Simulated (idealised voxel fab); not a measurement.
The following process module bears the name voxel released beams.
Xsec cut, 295 nm wide, square cell size 5 nm.
In this document a cross-section is written as a grid of square cells. It is given as a series of bands, listed from the top down, and a band is one or more rows of cells. Look at the band entry: it leads with the top's height and the bottom's height in nm. Then it lists the materials left to right, with a width in nm for each. The word "all across" on a single material says that material fills the band edge to edge. The word "air" is empty space. The reference from which all heights are counted is 0, the level beneath which the as-received wafer is entirely one material; the lowest band, having no lower bound, proceeds downward and is written after the example "0 down". Width: "30->40" (first number = top row, second number = bottom row, same change from row to row of cells). Where the words "no modifications" appear for a step, the cross-section shows no cell changed by that step; every cell remained as before. The entry "Enclosed cavities" lists the empty spaces that cover at least 8 cells and have no open path to the top. Each is written as width x height at distance, where the distance is measured from the left edge and all three values are in nm. Note: text after step settings on the step line = simulator remark on that step. The optional step-line setting "overlay nm" applies to steps with a mask and quantifies how far to the right of its planned location the mask lay, a negative value indicating leftward placement.

This section lists the process steps that were planned:
1. RECEIVE,material Si
2. CONFORMAL_DEP,material SiN,thk nm 5
3. DIRECTIONAL_DEP,material SiO2,thk nm 10
4. PATTERN,tone open,mask id ANCHOR,material resist,width nm 40,thk nm 20,overlay nm 0
5. DIRECTIONAL_ETCH,etch materials SiO2,depth nm 10
6. STRIP,etch materials resist
7. CONFORMAL_DEP,material TiN,thk nm 15
8. DIRECTIONAL_DEP,material aC,thk nm 10
9. PATTERN,tone cover,mask id BEAM,material resist,width nm 120,thk nm 25,overlay nm 0
10. DIRECTIONAL_ETCH,etch materials aC,depth nm 10
11. STRIP,etch materials resist
12. DIRECTIONAL_ETCH,etch materials TiN,depth nm 15
13. STRIP,etch materials aC
14. STRIP,etch materials SiO2

This is the cross-section of the wafer as we received it, i.e. after step 1:
> 0 down  Si all across
> Enclosed cavities: none

Final cross-section, module run with one mistake (start and plan as above):
> 30 to 20  air (85) | TiN (20) | air (10) | TiN (90) | air (90)
> 20 to 15  TiN all across
> 15 to 5  SiO2 (90) | TiN (40) | SiO2 (165)
> 5 to 0  SiN all across
> 0 down  Si all across
> Enclosed cavities: none
What broke from the plan during processing? step 12 ran differently from the plan; actual operation with settings: DIRECTIONAL_ETCH,etch materials TiN,depth nm 10
